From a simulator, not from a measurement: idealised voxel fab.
The process module presented herein is designated voxel gate over fins.
For reference, the cross-section in this document is cut, with width 265 nm and square cells of 5 nm.
This document writes a cross-section as a grid whose cells are square, and gives it as bands, listed from the top down; one or more rows of cells form a band. Band entry format. Leading values: height of top, height of bottom, nm. Remainder: materials in left-to-right order, each with its width in nm. Special words: "everywhere" on a single material, which then fills the band edge to edge; "blank", empty space. Heights are reckoned from 0. Under this level, the received wafer is all of one material. The bottommost band is open-ended downward, for example "0 and below". Note: "30->40" means the width goes from the first number (top row of the band) to the second number (bottom row) in equal steps per row of cells. "identical to before" for a step: no cell of the cross-section changed in that step. "Unvented cavities" contains a list of empty spaces, each no smaller than 8 cells and without an open way to the top, written in the form width x height at distance with the distance from the left edge and all three in nm. Read whatever lies past the settings on a step's line as the simulator's own remark about the step. overlay nm: step with mask; distance mask lay right of planned place; negative value = left of planned place.
## Listed below are the process steps as planned
1: RECEIVE [material Si]
2: CONFORMAL_DEP [material SiN] [thk nm 10]
3: DIRECTIONAL_DEP [material aC] [thk nm 10]
4: PATTERN [tone cover] [mask id FINS] [material resist] [width nm 15] [pitch nm 50] [thk nm 25] [overlay nm 0]
5: DIRECTIONAL_ETCH [etch materials aC] [depth nm 10]
6: STRIP [etch materials resist]
7: DIRECTIONAL_ETCH [etch materials SiN] [depth nm 10]
8: DIRECTIONAL_ETCH [etch materials Si] [depth nm 30]
9: STRIP [etch materials aC]
10: FILL_DEP [material SiO2] [thk nm 15]
11: CMP [height nm 10]
12: PATTERN [tone open] [mask id RAIL] [material resist] [width nm 15] [thk nm 20] [overlay nm 0]
13: DIRECTIONAL_ETCH [etch materials SiO2] [depth nm 35]
14: STRIP [etch materials resist]
15: CONFORMAL_DEP [material TiN] [thk nm 5]
16: FILL_DEP [material Ru] [thk nm 5]
17: CMP [height nm 10]
18: SELECTIVE_ETCH [etch materials W Ru TiN] [depth nm 25]
19: FILL_DEP [material SiO2] [thk nm 5]
20: CMP [height nm 10]
21: SELECTIVE_ETCH [etch materials SiO2] [depth nm 20]
22: STRIP [etch materials SiN]
23: CONFORMAL_DEP [material HfO2] [thk nm 5]
24: CONFORMAL_DEP [material TiN] [thk nm 5]
25: CONFORMAL_DEP [material TiAl] [thk nm 5]
26: CONFORMAL_DEP [material TiN] [thk nm 5]
27: FILL_DEP [material W] [thk nm 10]
28: CMP [height nm 25]
29: CONFORMAL_DEP [material SiN] [thk nm 5]
## This is the cross-section of the wafer as we received it, i.e. after step 1
	0 and below: Si everywhere
	Unvented cavities: none
## Wafer cross-section at end of module: start and plan as shown above, one execution error
	30 down to 25: SiN everywhere
	25 down to 20: W everywhere
	20 down to 15: W: 55 | TiN: 155 | W: 55
	15 down to 10: W: 55 | TiN: 5 | TiAl: 45 | TiN: 5 | TiAl: 45 | TiN: 5 | TiAl: 45 | TiN: 5 | W: 55
	10 down to 5: TiN: 60 | TiAl: 5 | TiN: 35 | TiAl: 5 | TiN: 5 | TiAl: 5 | TiN: 35 | TiAl: 5 | TiN: 5 | TiAl: 5 | TiN: 35 | TiAl: 5 | TiN: 60
	5 down to 0: TiAl: 65 | TiN: 5 | HfO2: 25 | TiN: 5 | TiAl: 15 | TiN: 5 | HfO2: 25 | TiN: 5 | TiAl: 15 | TiN: 5 | HfO2: 25 | TiN: 5 | TiAl: 65
	0 down to -5: TiN: 70 | HfO2: 5 | Si: 15 | HfO2: 5 | TiN: 25 | HfO2: 5 | Si: 15 | HfO2: 5 | TiN: 25 | HfO2: 5 | Si: 15 | HfO2: 5 | TiN: 70
	-5 down to -10: HfO2: 75 | Si: 15 | HfO2: 35 | Si: 15 | HfO2: 35 | Si: 15 | HfO2: 75
	-10 down to -15: SiO2: 75 | Si: 15 | SiO2: 35 | Si: 15 | SiO2: 35 | Si: 15 | SiO2: 75
	-15 down to -20: SiO2: 75 | Si: 15 | SiO2: 10 | TiN: 5 | Ru: 5 | TiN: 5 | SiO2: 10 | Si: 15 | SiO2: 35 | Si: 15 | SiO2: 75
	-20 down to -25: SiO2: 75 | Si: 15 | SiO2: 10 | TiN: 15 | SiO2: 10 | Si: 15 | SiO2: 35 | Si: 15 | SiO2: 75
	-25 and below: Si everywhere
	Unvented cavities: none
Short version of what went wrong: in deviation from the planned setting, step 8 was conducted as DIRECTIONAL_ETCH [etch materials Si] [depth nm 25]
